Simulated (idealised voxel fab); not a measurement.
The document below concerns the process module designated voxel wiring stack.
Shown is cross-section cut, with a width of 295 nm and square cells of size 5 nm.
Cross-section layout: square cells on a grid; listed as bands, top to bottom; a band spans one or more cell rows.
Quick guide to a band line: top height, bottom height (nm) up front; then every material left to right with its width in nm. Only one material and it's marked "throughout"? Then it fills the band edge to edge. And "air" just means empty space.
Height is counted from the level 0, under which the received wafer is composed throughout of one material. The lowest of the bands is not closed at the bottom but continues downward, in the notation "0 -> down".
Quick explanation for "30->40": the width changes in equal steps down the rows of cells, from the first number in the band's top row to the second number in its bottom row.
It should be understood that the words "left unchanged", when stated for a given step, signify that the cross-section underwent no change in any of its cells during that step.
In the "Sealed void listing" entry, you get each enclosed empty space of 8 cells or more, one with no open way to the top, written width x height at distance, distance from the left edge, in nm.
Heads up: the bit after the settings on a step's line is the simulator's remark on that step.
overlay nm: where the mask lay relative to plan, measured to the right, on steps with a mask; negatives go left.
The planned process steps are enumerated hereunder:
1,RECEIVE,material Si
2,CONFORMAL_DEP,material SiO2,thk nm 10
3,CONFORMAL_DEP,material SiCN,thk nm 5
4,DIRECTIONAL_DEP,material lowk,thk nm 25
5,PATTERN,tone open,mask id METAL_1,material resist,width nm 25,pitch nm 45,thk nm 15,overlay nm 0
6,DIRECTIONAL_ETCH,etch materials lowk,depth nm 25
7,DIRECTIONAL_ETCH,etch materials SiCN,depth nm 5
8,STRIP,etch materials resist
9,CONFORMAL_DEP,material TiN,thk nm 5
10,FILL_DEP,material Cu,thk nm 5
11,CMP,height nm 40
12,CONFORMAL_DEP,material SiCN,thk nm 5
13,DIRECTIONAL_DEP,material lowk,thk nm 15
14,DIRECTIONAL_DEP,material aC,thk nm 15
15,PATTERN,tone open,mask id PLUG_1,material resist,width nm 15,thk nm 35,overlay nm 0
16,DIRECTIONAL_ETCH,etch materials aC,depth nm 15
17,STRIP,etch materials resist
18,DIRECTIONAL_ETCH,etch materials lowk,depth nm 15
19,DIRECTIONAL_ETCH,etch materials SiCN,depth nm 5
20,STRIP,etch materials aC
21,EPI,material Ru,thk nm 10
22,EPI,material Ru,thk nm 10
23,CONFORMAL_DEP,material SiCN,thk nm 5
24,DIRECTIONAL_DEP,material lowk,thk nm 15
25,PATTERN,tone open,mask id METAL_2,material resist,width nm 25,pitch nm 45,thk nm 20,overlay nm 0
26,DIRECTIONAL_ETCH,etch materials lowk,depth nm 15
27,DIRECTIONAL_ETCH,etch materials SiCN,depth nm 5
28,STRIP,etch materials resist
29,CONFORMAL_DEP,material TiN,thk nm 5
30,FILL_DEP,material Ru,thk nm 5
31,CMP,height nm 80
32,CONFORMAL_DEP,material SiCN,thk nm 5
33,DIRECTIONAL_DEP,material SiO2,thk nm 20
34,PATTERN,tone open,mask id PLUG_2,material resist,width nm 15,thk nm 20,overlay nm 0
35,DIRECTIONAL_ETCH,etch materials SiO2,depth nm 20
36,DIRECTIONAL_ETCH,etch materials SiCN,depth nm 5
37,STRIP,etch materials resist
38,CONFORMAL_DEP,material TiN,thk nm 5
39,FILL_DEP,material Cu,thk nm 5
40,CMP,height nm 105
41,DIRECTIONAL_DEP,material TiN,thk nm 5
42,DIRECTIONAL_DEP,material Ru,thk nm 25
43,DIRECTIONAL_DEP,material aC,thk nm 10
44,PATTERN,tone cover,mask id METAL_3,material resist,width nm 25,pitch nm 45,thk nm 25,overlay nm 0
45,DIRECTIONAL_ETCH,etch materials aC,depth nm 10
46,STRIP,etch materials resist
47,DIRECTIONAL_ETCH,etch materials Ru,depth nm 25
48,DIRECTIONAL_ETCH,etch materials TiN,depth nm 5
49,STRIP,etch materials aC
50,CONFORMAL_DEP,material SiN,thk nm 5
51,FILL_DEP,material SiO2,thk nm 5
52,CMP,height nm 135
53,CONFORMAL_DEP,material SiN,thk nm 5
Run as planned: first of two wafers:
Step 1 complete: cross-section of the wafer as received:
	0 -> down = Si throughout
	Sealed void listing: none
The wafer in cross-section once step 2 is complete:
	10 -> 0 = SiO2 throughout
	Rest of section, below 0: as before.
The wafer in cross-section once step 3 is complete:
	15 -> 10 = SiCN throughout
	Rest of section, below 10: as before.
The wafer in cross-section once step 4 is complete:
	40 -> 15 = lowk throughout
	Rest of section, below 15: as before.
The wafer in cross-section once step 5 is complete:
	55 -> 40 = resist: 110 | air: 25 | resist: 20 | air: 25 | resist: 115
	Rest of section, below 40: as before.
The wafer in cross-section once step 6 is complete:
	55 -> 40 = resist: 110 | air: 25 | resist: 20 | air: 25 | resist: 115
	40 -> 15 = lowk: 110 | air: 25 | lowk: 20 | air: 25 | lowk: 115
	Rest of section, below 15: as before.
The wafer in cross-section once step 7 is complete:
	55 -> 40 = resist: 110 | air: 25 | resist: 20 | air: 25 | resist: 115
	40 -> 15 = lowk: 110 | air: 25 | lowk: 20 | air: 25 | lowk: 115
	15 -> 10 = SiCN: 110 | air: 25 | SiCN: 20 | air: 25 | SiCN: 115
	Rest of section, below 10: as before.
The wafer in cross-section once step 8 is complete:
	40 -> 15 = lowk: 110 | air: 25 | lowk: 20 | air: 25 | lowk: 115
	Rest of section, below 15: as before.
The wafer in cross-section once step 9 is complete:
	45 -> 40 = TiN: 115 | air: 15 | TiN: 30 | air: 15 | TiN: 120
	40 -> 15 = lowk: 110 | TiN: 5 | air: 15 | TiN: 5 | lowk: 20 | TiN: 5 | air: 15 | TiN: 5 | lowk: 115
	15 -> 10 = SiCN: 110 | TiN: 25 | SiCN: 20 | TiN: 25 | SiCN: 115
	Rest of section, below 10: as before.
The wafer in cross-section once step 10 is complete:
	50 -> 45 = Cu throughout
	45 -> 40 = TiN: 115 | Cu: 15 | TiN: 30 | Cu: 15 | TiN: 120
	40 -> 15 = lowk: 110 | TiN: 5 | Cu: 15 | TiN: 5 | lowk: 20 | TiN: 5 | Cu: 15 | TiN: 5 | lowk: 115
	Rest of section, below 15: as before.
The wafer in cross-section once step 11 is complete:
	40 -> 15 = lowk: 110 | TiN: 5 | Cu: 15 | TiN: 5 | lowk: 20 | TiN: 5 | Cu: 15 | TiN: 5 | lowk: 115
	Rest of section, below 15: as before.
The wafer in cross-section once step 12 is complete:
	45 -> 40 = SiCN throughout
	Rest of section, below 40: as before.
The wafer in cross-section once step 13 is complete:
	60 -> 45 = lowk throughout
	Rest of section, below 45: as before.
The wafer in cross-section once step 14 is complete:
	75 -> 60 = aC throughout
	Rest of section, below 60: as before.
The wafer in cross-section once step 15 is complete:
	110 -> 75 = resist: 110 | air: 15 | resist: 170
	Rest of section, below 75: as before.
The wafer in cross-section once step 16 is complete:
	95 -> 75 = resist: 110 | air: 15 | resist: 170
	75 -> 60 = aC: 110 | air: 15 | aC: 170
	Rest of section, below 60: as before.
The wafer in cross-section once step 17 is complete:
	75 -> 60 = aC: 110 | air: 15 | aC: 170
	Rest of section, below 60: as before.
The wafer in cross-section once step 18 is complete:
	75 -> 60 = aC: 110 | air: 15 | aC: 170
	60 -> 45 = lowk: 110 | air: 15 | lowk: 170
	Rest of section, below 45: as before.
The wafer in cross-section once step 19 is complete:
	75 -> 60 = aC: 110 | air: 15 | aC: 170
	60 -> 45 = lowk: 110 | air: 15 | lowk: 170
	45 -> 40 = SiCN: 110 | air: 15 | SiCN: 170
	Rest of section, below 40: as before.
The wafer in cross-section once step 20 is complete:
	60 -> 45 = lowk: 110 | air: 15 | lowk: 170
	Rest of section, below 45: as before.
The wafer in cross-section once step 21 is complete:
	60 -> 50 = lowk: 110 | air: 15 | lowk: 170
	50 -> 45 = lowk: 110 | Ru: 15 | lowk: 170
	45 -> 40 = SiCN: 110 | Ru: 15 | SiCN: 170
	Rest of section, below 40: as before.
The wafer in cross-section once step 22 is complete:
	60 -> 45 = lowk: 110 | Ru: 15 | lowk: 170
	Rest of section, below 45: as before.
The wafer in cross-section once step 23 is complete:
	65 -> 60 = SiCN throughout
	Rest of section, below 60: as before.
The wafer in cross-section once step 24 is complete:
	80 -> 65 = lowk throughout
	Rest of section, below 65: as before.
The wafer in cross-section once step 25 is complete:
	100 -> 80 = resist: 110 | air: 25 | resist: 20 | air: 25 | resist: 115
	Rest of section, below 80: as before.
The wafer in cross-section once step 26 is complete:
	100 -> 80 = resist: 110 | air: 25 | resist: 20 | air: 25 | resist: 115
	80 -> 65 = lowk: 110 | air: 25 | lowk: 20 | air: 25 | lowk: 115
	Rest of section, below 65: as before.
The wafer in cross-section once step 27 is complete:
	100 -> 80 = resist: 110 | air: 25 | resist: 20 | air: 25 | resist: 115
	80 -> 65 = lowk: 110 | air: 25 | lowk: 20 | air: 25 | lowk: 115
	65 -> 60 = SiCN: 110 | air: 25 | SiCN: 20 | air: 25 | SiCN: 115
	Rest of section, below 60: as before.
The wafer in cross-section once step 28 is complete:
	80 -> 65 = lowk: 110 | air: 25 | lowk: 20 | air: 25 | lowk: 115
	Rest of section, below 65: as before.
The wafer in cross-section once step 29 is complete:
	85 -> 80 = TiN: 115 | air: 15 | TiN: 30 | air: 15 | TiN: 120
	80 -> 65 = lowk: 110 | TiN: 5 | air: 15 | TiN: 5 | lowk: 20 | TiN: 5 | air: 15 | TiN: 5 | lowk: 115
	65 -> 60 = SiCN: 110 | TiN: 25 | SiCN: 20 | TiN: 25 | SiCN: 115
	Rest of section, below 60: as before.
The wafer in cross-section once step 30 is complete:
	90 -> 85 = Ru throughout
	85 -> 80 = TiN: 115 | Ru: 15 | TiN: 30 | Ru: 15 | TiN: 120
	80 -> 65 = lowk: 110 | TiN: 5 | Ru: 15 | TiN: 5 | lowk: 20 | TiN: 5 | Ru: 15 | TiN: 5 | lowk: 115
	Rest of section, below 65: as before.
The wafer in cross-section once step 31 is complete:
	80 -> 65 = lowk: 110 | TiN: 5 | Ru: 15 | TiN: 5 | lowk: 20 | TiN: 5 | Ru: 15 | TiN: 5 | lowk: 115
	Rest of section, below 65: as before.
The wafer in cross-section once step 32 is complete:
	85 -> 80 = SiCN throughout
	Rest of section, below 80: as before.
The wafer in cross-section once step 33 is complete:
	105 -> 85 = SiO2 throughout
	Rest of section, below 85: as before.
The wafer in cross-section once step 34 is complete:
	125 -> 105 = resist: 110 | air: 15 | resist: 170
	Rest of section, below 105: as before.
The wafer in cross-section once step 35 is complete:
	125 -> 105 = resist: 110 | air: 15 | resist: 170
	105 -> 85 = SiO2: 110 | air: 15 | SiO2: 170
	Rest of section, below 85: as before.
The wafer in cross-section once step 36 is complete:
	125 -> 105 = resist: 110 | air: 15 | resist: 170
	105 -> 85 = SiO2: 110 | air: 15 | SiO2: 170
	85 -> 80 = SiCN: 110 | air: 15 | SiCN: 170
	Rest of section, below 80: as before.
The wafer in cross-section once step 37 is complete:
	105 -> 85 = SiO2: 110 | air: 15 | SiO2: 170
	Rest of section, below 85: as before.
The wafer in cross-section once step 38 is complete:
	110 -> 105 = TiN: 115 | air: 5 | TiN: 175
	105 -> 85 = SiO2: 110 | TiN: 5 | air: 5 | TiN: 5 | SiO2: 170
	85 -> 80 = SiCN: 110 | TiN: 15 | SiCN: 170
	Rest of section, below 80: as before.
The wafer in cross-section once step 39 is complete:
	115 -> 110 = Cu throughout
	110 -> 105 = TiN: 115 | Cu: 5 | TiN: 175
	105 -> 85 = SiO2: 110 | TiN: 5 | Cu: 5 | TiN: 5 | SiO2: 170
	Rest of section, below 85: as before.
The wafer in cross-section once step 40 is complete:
	105 -> 85 = SiO2: 110 | TiN: 5 | Cu: 5 | TiN: 5 | SiO2: 170
	Rest of section, below 85: as before.
The wafer in cross-section once step 41 is complete:
	110 -> 105 = TiN throughout
	Rest of section, below 105: as before.
The wafer in cross-section once step 42 is complete:
	135 -> 110 = Ru throughout
	Rest of section, below 110: as before.
The wafer in cross-section once step 43 is complete:
	145 -> 135 = aC throughout
	Rest of section, below 135: as before.
The wafer in cross-section once step 44 is complete:
	170 -> 145 = air: 110 | resist: 25 | air: 20 | resist: 25 | air: 115
	Rest of section, below 145: as before.
The wafer in cross-section once step 45 is complete:
	160 -> 145 = air: 110 | resist: 25 | air: 20 | resist: 25 | air: 115
	145 -> 135 = air: 110 | aC: 25 | air: 20 | aC: 25 | air: 115
	Rest of section, below 135: as before.
The wafer in cross-section once step 46 is complete:
	145 -> 135 = air: 110 | aC: 25 | air: 20 | aC: 25 | air: 115
	Rest of section, below 135: as before.
The wafer in cross-section once step 47 is complete:
	145 -> 135 = air: 110 | aC: 25 | air: 20 | aC: 25 | air: 115
	135 -> 110 = air: 110 | Ru: 25 | air: 20 | Ru: 25 | air: 115
	Rest of section, below 110: as before.
The wafer in cross-section once step 48 is complete:
	145 -> 135 = air: 110 | aC: 25 | air: 20 | aC: 25 | air: 115
	135 -> 110 = air: 110 | Ru: 25 | air: 20 | Ru: 25 | air: 115
	110 -> 105 = air: 110 | TiN: 25 | air: 20 | TiN: 25 | air: 115
	Rest of section, below 105: as before.
The wafer in cross-section once step 49 is complete:
	135 -> 110 = air: 110 | Ru: 25 | air: 20 | Ru: 25 | air: 115
	Rest of section, below 110: as before.
The wafer in cross-section once step 50 is complete:
	140 -> 135 = air: 105 | SiN: 35 | air: 10 | SiN: 35 | air: 110
	135 -> 110 = air: 105 | SiN: 5 | Ru: 25 | SiN: 5 | air: 10 | SiN: 5 | Ru: 25 | SiN: 5 | air: 110
	110 -> 105 = SiN: 110 | TiN: 25 | SiN: 20 | TiN: 25 | SiN: 115
	Rest of section, below 105: as before.
The wafer in cross-section once step 51 is complete:
	145 -> 140 = SiO2 throughout
	140 -> 135 = SiO2: 105 | SiN: 35 | SiO2: 10 | SiN: 35 | SiO2: 110
	135 -> 110 = SiO2: 105 | SiN: 5 | Ru: 25 | SiN: 5 | SiO2: 10 | SiN: 5 | Ru: 25 | SiN: 5 | SiO2: 110
	Rest of section, below 110: as before.
The wafer in cross-section once step 52 is complete:
	135 -> 110 = SiO2: 105 | SiN: 5 | Ru: 25 | SiN: 5 | SiO2: 10 | SiN: 5 | Ru: 25 | SiN: 5 | SiO2: 110
	Rest of section, below 110: as before.
The wafer in cross-section once step 53 is complete:
	140 -> 135 = SiN throughout
	Rest of section, below 135: as before.
For the second wafer, take the first wafer's start and plan, then add one mistake made in running it; everything through step 33, that step included, is shared with the first:
Cross-sectional view of the second wafer at the intended end time of process step 34:
	125 -> 105 = resist: 105 | air: 25 | resist: 165
	Rest of section, below 105: as before.
Cross-sectional view of the second wafer at the intended end time of process step 35:
	125 -> 105 = resist: 105 | air: 25 | resist: 165
	105 -> 85 = SiO2: 105 | air: 25 | SiO2: 165
	Rest of section, below 85: as before.
Cross-sectional view of the second wafer at the intended end time of process step 36:
	125 -> 105 = resist: 105 | air: 25 | resist: 165
	105 -> 85 = SiO2: 105 | air: 25 | SiO2: 165
	85 -> 80 = SiCN: 105 | air: 25 | SiCN: 165
	Rest of section, below 80: as before.
Cross-sectional view of the second wafer at the intended end time of process step 37:
	105 -> 85 = SiO2: 105 | air: 25 | SiO2: 165
	Rest of section, below 85: as before.
Cross-sectional view of the second wafer at the intended end time of process step 38:
	110 -> 105 = TiN: 110 | air: 15 | TiN: 170
	105 -> 85 = SiO2: 105 | TiN: 5 | air: 15 | TiN: 5 | SiO2: 165
	85 -> 80 = SiCN: 105 | TiN: 25 | SiCN: 165
	Rest of section, below 80: as before.
Cross-sectional view of the second wafer at the intended end time of process step 39:
	115 -> 110 = Cu throughout
	110 -> 105 = TiN: 110 | Cu: 15 | TiN: 170
	105 -> 85 = SiO2: 105 | TiN: 5 | Cu: 15 | TiN: 5 | SiO2: 165
	Rest of section, below 85: as before.
Cross-sectional view of the second wafer at the intended end time of process step 40:
	105 -> 85 = SiO2: 105 | TiN: 5 | Cu: 15 | TiN: 5 | SiO2: 165
	Rest of section, below 85: as before.
Cross-sectional view of the second wafer at the intended end time of process step 41:
	110 -> 105 = TiN throughout
	Rest of section, below 105: as before.
Cross-sectional view of the second wafer at the intended end time of process step 42:
	135 -> 110 = Ru throughout
	Rest of section, below 110: as before.
Cross-sectional view of the second wafer at the intended end time of process step 43:
	145 -> 135 = aC throughout
	Rest of section, below 135: as before.
Cross-sectional view of the second wafer at the intended end time of process step 44:
	170 -> 145 = air: 110 | resist: 25 | air: 20 | resist: 25 | air: 115
	Rest of section, below 145: as before.
Cross-sectional view of the second wafer at the intended end time of process step 45:
	160 -> 145 = air: 110 | resist: 25 | air: 20 | resist: 25 | air: 115
	145 -> 135 = air: 110 | aC: 25 | air: 20 | aC: 25 | air: 115
	Rest of section, below 135: as before.
Cross-sectional view of the second wafer at the intended end time of process step 46:
	145 -> 135 = air: 110 | aC: 25 | air: 20 | aC: 25 | air: 115
	Rest of section, below 135: as before.
Cross-sectional view of the second wafer at the intended end time of process step 47:
	145 -> 135 = air: 110 | aC: 25 | air: 20 | aC: 25 | air: 115
	135 -> 110 = air: 110 | Ru: 25 | air: 20 | Ru: 25 | air: 115
	Rest of section, below 110: as before.
Cross-sectional view of the second wafer at the intended end time of process step 48:
	145 -> 135 = air: 110 | aC: 25 | air: 20 | aC: 25 | air: 115
	135 -> 110 = air: 110 | Ru: 25 | air: 20 | Ru: 25 | air: 115
	110 -> 105 = air: 110 | TiN: 25 | air: 20 | TiN: 25 | air: 115
	Rest of section, below 105: as before.
Cross-sectional view of the second wafer at the intended end time of process step 49:
	135 -> 110 = air: 110 | Ru: 25 | air: 20 | Ru: 25 | air: 115
	Rest of section, below 110: as before.
Cross-sectional view of the second wafer at the intended end time of process step 50:
	140 -> 135 = air: 105 | SiN: 35 | air: 10 | SiN: 35 | air: 110
	135 -> 110 = air: 105 | SiN: 5 | Ru: 25 | SiN: 5 | air: 10 | SiN: 5 | Ru: 25 | SiN: 5 | air: 110
	110 -> 105 = SiN: 110 | TiN: 25 | SiN: 20 | TiN: 25 | SiN: 115
	Rest of section, below 105: as before.
Cross-sectional view of the second wafer at the intended end time of process step 51:
	145 -> 140 = SiO2 throughout
	140 -> 135 = SiO2: 105 | SiN: 35 | SiO2: 10 | SiN: 35 | SiO2: 110
	135 -> 110 = SiO2: 105 | SiN: 5 | Ru: 25 | SiN: 5 | SiO2: 10 | SiN: 5 | Ru: 25 | SiN: 5 | SiO2: 110
	Rest of section, below 110: as before.
Cross-sectional view of the second wafer at the intended end time of process step 52:
	135 -> 110 = SiO2: 105 | SiN: 5 | Ru: 25 | SiN: 5 | SiO2: 10 | SiN: 5 | Ru: 25 | SiN: 5 | SiO2: 110
	Rest of section, below 110: as before.
Cross-sectional view of the second wafer at the intended end time of process step 53:
	140 -> 135 = SiN throughout
	Rest of section, below 135: as before.
Deviation from plan: step 34 changed vs plan, executed as PATTERN,tone open,mask id PLUG_2,material resist,width nm 25,thk nm 20,overlay nm 0
Final difference in cells, second wafer against first, listed per material as more or fewer: Cu: 8 more | SiCN: 2 fewer | SiO2: 8 fewer | TiN: 2 more
